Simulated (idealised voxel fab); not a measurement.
process module | voxel self aligned contacts
cross-section cut | 170 nm wide | cells 5 nm
A cross-section is a grid of square cells, given in bands from the top down. A band is one or more rows of cells.
Each band's line starts with the height of the band's top and of its bottom, in nm. Then come its materials from left to right, each with its width in nm. One material with "throughout" fills the band from edge to edge. "air" is empty space.
Height 0 is the level under which the wafer as received is all one material. The lowest band goes on downwards, as in "0 down".
A width such as "30 to 40" changes by the same amount from each row of cells to the next, from the band's top row to its bottom row.
"no change" after a step means that no cell of the cross-section changed.
closed voids: empty space of 8 cells or more with no open way to the top, each as width x height at its distance from the left edge, in nm
after a step's settings: what the simulator itself notes on the step
overlay nm, on a step with a mask: how far to the right of its planned place the mask lay; to the left if negative
plan
1 op RECEIVE | material Si
2 op CONFORMAL_DEP | material SiO2 | thk nm 5
3 op DIRECTIONAL_DEP | material polySi | thk nm 30
4 op DIRECTIONAL_DEP | material SiN | thk nm 15
5 op MASKED_ETCH | tone cover | mask id GATE | width nm 25 | pitch nm 50 | etch materials SiN | depth nm 15 | overlay nm 0
6 op MASKED_ETCH | tone cover | mask id GATE | width nm 25 | pitch nm 50 | etch materials polySi | depth nm 30 | overlay nm 0
7 op CONFORMAL_DEP | material SiN | thk nm 5
8 op DIRECTIONAL_ETCH | etch materials SiN | depth nm 5
9 op FILL_DEP | material SiO2 | thk nm 15
10 op CMP | height nm 60
11 op DIRECTIONAL_DEP | material aC | thk nm 10
12 op PATTERN | tone open | mask id CONTACT | material resist | width nm 35 | pitch nm 50 | thk nm 30 | overlay nm 0
13 op DIRECTIONAL_ETCH | etch materials aC | depth nm 10
14 op STRIP | etch materials resist
15 op DIRECTIONAL_ETCH | etch materials SiO2 | depth nm 60
16 op STRIP | etch materials aC
17 op CONFORMAL_DEP | material TiN | thk nm 5
18 op FILL_DEP | material Ru | thk nm 5
19 op CMP | height nm 60
20 op CONFORMAL_DEP | material SiCN | thk nm 5
first wafer, as planned
as received, after step 1
  0 down: Si throughout
  closed voids: none
after step 2
  5 to 0: SiO2 throughout
  below 0: unchanged
after step 3
  35 to 5: polySi throughout
  below 5: unchanged
after step 4
  50 to 35: SiN throughout
  below 35: unchanged
after step 5
  50 to 35: air 20 | SiN 25 | air 25 | SiN 25 | air 25 | SiN 25 | air 25
  below 35: unchanged
after step 6
  50 to 35: air 20 | SiN 25 | air 25 | SiN 25 | air 25 | SiN 25 | air 25
  35 to 5: air 20 | polySi 25 | air 25 | polySi 25 | air 25 | polySi 25 | air 25
  below 5: unchanged
after step 7
  55 to 35: air 15 | SiN 35 | air 15 | SiN 35 | air 15 | SiN 35 | air 20
  35 to 10: air 15 | SiN 5 | polySi 25 | SiN 5 | air 15 | SiN 5 | polySi 25 | SiN 5 | air 15 | SiN 5 | polySi 25 | SiN 5 | air 20
  10 to 5: SiN 20 | polySi 25 | SiN 25 | polySi 25 | SiN 25 | polySi 25 | SiN 25
  below 5: unchanged
after step 8
  50 to 35: air 15 | SiN 35 | air 15 | SiN 35 | air 15 | SiN 35 | air 20
  35 to 5: air 15 | SiN 5 | polySi 25 | SiN 5 | air 15 | SiN 5 | polySi 25 | SiN 5 | air 15 | SiN 5 | polySi 25 | SiN 5 | air 20
  below 5: unchanged
after step 9
  65 to 50: SiO2 throughout
  50 to 35: SiO2 15 | SiN 35 | SiO2 15 | SiN 35 | SiO2 15 | SiN 35 | SiO2 20
  35 to 5: SiO2 15 | SiN 5 | polySi 25 | SiN 5 | SiO2 15 | SiN 5 | polySi 25 | SiN 5 | SiO2 15 | SiN 5 | polySi 25 | SiN 5 | SiO2 20
  below 5: unchanged
after step 10
  60 to 50: SiO2 throughout
  below 50: unchanged
after step 11
  70 to 60: aC throughout
  below 60: unchanged
after step 12
  100 to 70: resist 40 | air 35 | resist 15 | air 35 | resist 45
  below 70: unchanged
after step 13
  90 to 70: resist 40 | air 35 | resist 15 | air 35 | resist 45
  70 to 60: aC 40 | air 35 | aC 15 | air 35 | aC 45
  below 60: unchanged
after step 14
  70 to 60: aC 40 | air 35 | aC 15 | air 35 | aC 45
  below 60: unchanged
after step 15
  70 to 60: aC 40 | air 35 | aC 15 | air 35 | aC 45
  60 to 50: SiO2 40 | air 35 | SiO2 15 | air 35 | SiO2 45
  50 to 35: SiO2 15 | SiN 35 | air 15 | SiN 35 | air 15 | SiN 35 | SiO2 20
  35 to 5: SiO2 15 | SiN 5 | polySi 25 | SiN 5 | air 15 | SiN 5 | polySi 25 | SiN 5 | air 15 | SiN 5 | polySi 25 | SiN 5 | SiO2 20
  5 to 0: SiO2 50 | air 15 | SiO2 35 | air 15 | SiO2 55
  below 0: unchanged
after step 16
  60 to 50: SiO2 40 | air 35 | SiO2 15 | air 35 | SiO2 45
  below 50: unchanged
after step 17
  65 to 60: TiN 45 | air 25 | TiN 25 | air 25 | TiN 50
  60 to 50: SiO2 40 | TiN 5 to 15 | air 25 to 5 | TiN 5 to 15 | SiO2 15 | TiN 5 to 15 | air 25 to 5 | TiN 5 to 15 | SiO2 45
  50 to 35: SiO2 15 | SiN 35 | TiN 5 | air 5 | TiN 5 | SiN 35 | TiN 5 | air 5 | TiN 5 | SiN 35 | SiO2 20
  35 to 5: SiO2 15 | SiN 5 | polySi 25 | SiN 5 | TiN 5 | air 5 | TiN 5 | SiN 5 | polySi 25 | SiN 5 | TiN 5 | air 5 | TiN 5 | SiN 5 | polySi 25 | SiN 5 | SiO2 20
  5 to 0: SiO2 50 | TiN 15 | SiO2 35 | TiN 15 | SiO2 55
  below 0: unchanged
after step 18
  70 to 65: Ru throughout
  65 to 60: TiN 45 | Ru 25 | TiN 25 | Ru 25 | TiN 50
  60 to 50: SiO2 40 | TiN 5 to 15 | Ru 25 to 5 | TiN 5 to 15 | SiO2 15 | TiN 5 to 15 | Ru 25 to 5 | TiN 5 to 15 | SiO2 45
  50 to 35: SiO2 15 | SiN 35 | TiN 5 | Ru 5 | TiN 5 | SiN 35 | TiN 5 | Ru 5 | TiN 5 | SiN 35 | SiO2 20
  35 to 5: SiO2 15 | SiN 5 | polySi 25 | SiN 5 | TiN 5 | Ru 5 | TiN 5 | SiN 5 | polySi 25 | SiN 5 | TiN 5 | Ru 5 | TiN 5 | SiN 5 | polySi 25 | SiN 5 | SiO2 20
  below 5: unchanged
after step 19
  60 to 50: SiO2 40 | TiN 5 to 15 | Ru 25 to 5 | TiN 5 to 15 | SiO2 15 | TiN 5 to 15 | Ru 25 to 5 | TiN 5 to 15 | SiO2 45
  below 50: unchanged
after step 20
  65 to 60: SiCN throughout
  below 60: unchanged
second wafer: like start, like plan, one mistake. Through step 2 it matches the first wafer
when step 3 should have ended
  35 to 5: TiN throughout
  below 5: unchanged
when step 4 should have ended
  50 to 35: SiN throughout
  below 35: unchanged
when step 5 should have ended
  50 to 35: air 20 | SiN 25 | air 25 | SiN 25 | air 25 | SiN 25 | air 25
  below 35: unchanged
when step 6 should have ended: no change
when step 7 should have ended
  55 to 40: air 15 | SiN 35 | air 15 | SiN 35 | air 15 | SiN 35 | air 20
  40 to 35: SiN throughout
  below 35: unchanged
when step 8 should have ended
  50 to 35: air 15 | SiN 35 | air 15 | SiN 35 | air 15 | SiN 35 | air 20
  below 35: unchanged
when step 9 should have ended
  65 to 50: SiO2 throughout
  50 to 35: SiO2 15 | SiN 35 | SiO2 15 | SiN 35 | SiO2 15 | SiN 35 | SiO2 20
  below 35: unchanged
when step 10 should have ended
  60 to 50: SiO2 throughout
  below 50: unchanged
when step 11 should have ended
  70 to 60: aC throughout
  below 60: unchanged
when step 12 should have ended
  100 to 70: resist 40 | air 35 | resist 15 | air 35 | resist 45
  below 70: unchanged
when step 13 should have ended
  90 to 70: resist 40 | air 35 | resist 15 | air 35 | resist 45
  70 to 60: aC 40 | air 35 | aC 15 | air 35 | aC 45
  below 60: unchanged
when step 14 should have ended
  70 to 60: aC 40 | air 35 | aC 15 | air 35 | aC 45
  below 60: unchanged
when step 15 should have ended
  70 to 60: aC 40 | air 35 | aC 15 | air 35 | aC 45
  60 to 50: SiO2 40 | air 35 | SiO2 15 | air 35 | SiO2 45
  50 to 35: SiO2 15 | SiN 35 | air 15 | SiN 35 | air 15 | SiN 35 | SiO2 20
  below 35: unchanged
when step 16 should have ended
  60 to 50: SiO2 40 | air 35 | SiO2 15 | air 35 | SiO2 45
  below 50: unchanged
when step 17 should have ended
  65 to 60: TiN 45 | air 25 | TiN 25 | air 25 | TiN 50
  60 to 50: SiO2 40 | TiN 5 to 15 | air 25 to 5 | TiN 5 to 15 | SiO2 15 | TiN 5 to 15 | air 25 to 5 | TiN 5 to 15 | SiO2 45
  50 to 40: SiO2 15 | SiN 35 | TiN 5 | air 5 | TiN 5 | SiN 35 | TiN 5 | air 5 | TiN 5 | SiN 35 | SiO2 20
  40 to 35: SiO2 15 | SiN 35 | TiN 15 | SiN 35 | TiN 15 | SiN 35 | SiO2 20
  below 35: unchanged
when step 18 should have ended
  70 to 65: Ru throughout
  65 to 60: TiN 45 | Ru 25 | TiN 25 | Ru 25 | TiN 50
  60 to 50: SiO2 40 | TiN 5 to 15 | Ru 25 to 5 | TiN 5 to 15 | SiO2 15 | TiN 5 to 15 | Ru 25 to 5 | TiN 5 to 15 | SiO2 45
  50 to 40: SiO2 15 | SiN 35 | TiN 5 | Ru 5 | TiN 5 | SiN 35 | TiN 5 | Ru 5 | TiN 5 | SiN 35 | SiO2 20
  below 40: unchanged
when step 19 should have ended
  60 to 50: SiO2 40 | TiN 5 to 15 | Ru 25 to 5 | TiN 5 to 15 | SiO2 15 | TiN 5 to 15 | Ru 25 to 5 | TiN 5 to 15 | SiO2 45
  below 50: unchanged
when step 20 should have ended
  65 to 60: SiCN throughout
  below 60: unchanged
what went wrong: step 3 ran as: op DIRECTIONAL_DEP | material TiN | thk nm 30
at the end the second wafer has, in cells: 14 fewer of Ru | 36 fewer of SiN | 36 fewer of SiO2 | 176 more of TiN | 90 fewer of polySi
